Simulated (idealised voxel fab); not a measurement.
Process module heading - voxel air gaps
We display cut, a cross-section 285 nm in width whose square cells are each 5 nm.
If you're reading a cross-section in this doc, picture square cells in a grid; it comes to you as bands, top ones listed first down to the bottom, and a band can be one or more rows of cells. Top, bottom (nm), then materials left to right with widths (nm); lone material tagged "everywhere" fills the whole band edge to edge; "blank" = empty space. Height reference: 0 = level under which incoming wafer is all one material. Lowest band: no bottom, runs on downward, e.g. "0 down". So if you see something like "30->40" for the width, read it as the top row of the band sitting at the first number and the bottom row at the second, with every row in between moving by the same amount as the last. Take "no alteration" at face value: in the step it is given for, the cross-section changed in none of its cells. You'll see "Unvented cavities" listing empty spaces that have no way open to the top, as long as they're 8 cells or more; the notation is width x height at distance, where the distance is from the left edge, and all of it is in nm. On each step's line, the part that comes after the settings is the simulator's own comment on the step. The "overlay nm" setting may appear on a step's line; for a step that uses a mask, it gives how far to the right of its planned position the mask lay, and a negative value indicates the left.
# Process steps foreseen in the plan
1. op RECEIVE | material Si
2. op CONFORMAL_DEP | material SiO2 | thk nm 15
3. op CONFORMAL_DEP | material SiN | thk nm 5
4. op DIRECTIONAL_DEP | material lowk | thk nm 30
5. op MASKED_ETCH | tone open | mask id LINES | width nm 20 | pitch nm 50 | etch materials lowk | depth nm 30 | overlay nm 0
6. op CONFORMAL_DEP | material TiN | thk nm 5
7. op FILL_DEP | material Cu | thk nm 10
8. op CMP | height nm 50
9. op EPI | material Ru | thk nm 10
10. op SELECTIVE_ETCH | etch materials lowk | depth nm 40
11. op CONFORMAL_DEP | material SiCN | thk nm 5
# First wafer, two in total, run as planned
# Received-state cross-section, reflecting completion of step 1
- 0 down = Si everywhere
- Unvented cavities: none
# Wafer after step 2 (cross-section)
- 15 to 0 = SiO2 everywhere
- Lower than 0, everything is as it was.
# Wafer after step 3 (cross-section)
- 20 to 15 = SiN everywhere
- Lower than 15, everything is as it was.
# Wafer after step 4 (cross-section)
- 50 to 20 = lowk everywhere
- Lower than 20, everything is as it was.
# Wafer after step 5 (cross-section)
- 50 to 20 = 55 lowk, then 20 blank, then 30 lowk, then 20 blank, then 30 lowk, then 20 blank, then 30 lowk, then 20 blank, then 60 lowk
- Lower than 20, everything is as it was.
# Wafer after step 6 (cross-section)
- 55 to 50 = 60 TiN, then 10 blank, then 40 TiN, then 10 blank, then 40 TiN, then 10 blank, then 40 TiN, then 10 blank, then 65 TiN
- 50 to 25 = 55 lowk, then 5 TiN, then 10 blank, then 5 TiN, then 30 lowk, then 5 TiN, then 10 blank, then 5 TiN, then 30 lowk, then 5 TiN, then 10 blank, then 5 TiN, then 30 lowk, then 5 TiN, then 10 blank, then 5 TiN, then 60 lowk
- 25 to 20 = 55 lowk, then 20 TiN, then 30 lowk, then 20 TiN, then 30 lowk, then 20 TiN, then 30 lowk, then 20 TiN, then 60 lowk
- Lower than 20, everything is as it was.
# Wafer after step 7 (cross-section)
- 65 to 55 = Cu everywhere
- 55 to 50 = 60 TiN, then 10 Cu, then 40 TiN, then 10 Cu, then 40 TiN, then 10 Cu, then 40 TiN, then 10 Cu, then 65 TiN
- 50 to 25 = 55 lowk, then 5 TiN, then 10 Cu, then 5 TiN, then 30 lowk, then 5 TiN, then 10 Cu, then 5 TiN, then 30 lowk, then 5 TiN, then 10 Cu, then 5 TiN, then 30 lowk, then 5 TiN, then 10 Cu, then 5 TiN, then 60 lowk
- Lower than 25, everything is as it was.
# Wafer after step 8 (cross-section)
- 50 to 25 = 55 lowk, then 5 TiN, then 10 Cu, then 5 TiN, then 30 lowk, then 5 TiN, then 10 Cu, then 5 TiN, then 30 lowk, then 5 TiN, then 10 Cu, then 5 TiN, then 30 lowk, then 5 TiN, then 10 Cu, then 5 TiN, then 60 lowk
- Lower than 25, everything is as it was.
# Wafer after step 9 (cross-section)
- 60 to 50 = 45 blank, then 40 Ru, then 10 blank, then 40 Ru, then 10 blank, then 40 Ru, then 10 blank, then 40 Ru, then 50 blank
- Lower than 50, everything is as it was.
# Wafer after step 10 (cross-section)
- 60 to 50 = 45 blank, then 40 Ru, then 10 blank, then 40 Ru, then 10 blank, then 40 Ru, then 10 blank, then 40 Ru, then 50 blank
- 50 to 25 = 55 blank, then 5 TiN, then 10 Cu, then 5 TiN, then 30 blank, then 5 TiN, then 10 Cu, then 5 TiN, then 30 blank, then 5 TiN, then 10 Cu, then 5 TiN, then 30 blank, then 5 TiN, then 10 Cu, then 5 TiN, then 60 blank
- 25 to 20 = 55 blank, then 20 TiN, then 30 blank, then 20 TiN, then 30 blank, then 20 TiN, then 30 blank, then 20 TiN, then 60 blank
- Lower than 20, everything is as it was.
# Wafer after step 11 (cross-section)
- 65 to 60 = 40 blank, then 200 SiCN, then 45 blank
- 60 to 50 = 40 blank, then 5 SiCN, then 40 Ru, then 10 SiCN, then 40 Ru, then 10 SiCN, then 40 Ru, then 10 SiCN, then 40 Ru, then 5 SiCN, then 45 blank
- 50 to 45 = 40 blank, then 15 SiCN, then 5 TiN, then 10 Cu, then 5 TiN, then 30 SiCN, then 5 TiN, then 10 Cu, then 5 TiN, then 30 SiCN, then 5 TiN, then 10 Cu, then 5 TiN, then 30 SiCN, then 5 TiN, then 10 Cu, then 5 TiN, then 15 SiCN, then 45 blank
- 45 to 25 = 50 blank, then 5 SiCN, then 5 TiN, then 10 Cu, then 5 TiN, then 5 SiCN, then 20 blank, then 5 SiCN, then 5 TiN, then 10 Cu, then 5 TiN, then 5 SiCN, then 20 blank, then 5 SiCN, then 5 TiN, then 10 Cu, then 5 TiN, then 5 SiCN, then 20 blank, then 5 SiCN, then 5 TiN, then 10 Cu, then 5 TiN, then 5 SiCN, then 55 blank
- 25 to 20 = 55 SiCN, then 20 TiN, then 30 SiCN, then 20 TiN, then 30 SiCN, then 20 TiN, then 30 SiCN, then 20 TiN, then 60 SiCN
- Lower than 20, everything is as it was.
- Unvented cavities: 20 x 20 at 80; 20 x 20 at 130; 20 x 20 at 180
# Second wafer, same starting conditions and recipe as the first, one mistake in executing it, nothing differs from the first up to and including step 8
# What the second wafer looks like in cross-section when step 9 should have wrapped up
- 70 to 50 = 35 blank, then 210 Ru, then 40 blank
- Lower than 50, everything is as it was.
# What the second wafer looks like in cross-section when step 10 should have wrapped up
- 70 to 50 = 35 blank, then 210 Ru, then 40 blank
- 50 to 25 = 55 blank, then 5 TiN, then 10 Cu, then 5 TiN, then 30 lowk, then 5 TiN, then 10 Cu, then 5 TiN, then 30 lowk, then 5 TiN, then 10 Cu, then 5 TiN, then 30 lowk, then 5 TiN, then 10 Cu, then 5 TiN, then 60 blank
- 25 to 20 = 55 blank, then 20 TiN, then 30 lowk, then 20 TiN, then 30 lowk, then 20 TiN, then 30 lowk, then 20 TiN, then 60 blank
- Lower than 20, everything is as it was.
# What the second wafer looks like in cross-section when step 11 should have wrapped up
- 75 to 70 = 30 blank, then 220 SiCN, then 35 blank
- 70 to 50 = 30 blank, then 5 SiCN, then 210 Ru, then 5 SiCN, then 35 blank
- 50 to 45 = 30 blank, then 25 SiCN, then 5 TiN, then 10 Cu, then 5 TiN, then 30 lowk, then 5 TiN, then 10 Cu, then 5 TiN, then 30 lowk, then 5 TiN, then 10 Cu, then 5 TiN, then 30 lowk, then 5 TiN, then 10 Cu, then 5 TiN, then 25 SiCN, then 35 blank
- 45 to 25 = 50 blank, then 5 SiCN, then 5 TiN, then 10 Cu, then 5 TiN, then 30 lowk, then 5 TiN, then 10 Cu, then 5 TiN, then 30 lowk, then 5 TiN, then 10 Cu, then 5 TiN, then 30 lowk, then 5 TiN, then 10 Cu, then 5 TiN, then 5 SiCN, then 55 blank
- 25 to 20 = 55 SiCN, then 20 TiN, then 30 lowk, then 20 TiN, then 30 lowk, then 20 TiN, then 30 lowk, then 20 TiN, then 60 SiCN
- Lower than 20, everything is as it was.
Misprocessing identified: twice, step 9 of the plan was run
Wrapping up, a cell-based count of both wafers puts the second over or under the first for these materials: Ru +104 | SiCN -60 | lowk +108
Quick summary for you: first wafer finishes at 3 closed voids, second at 0.
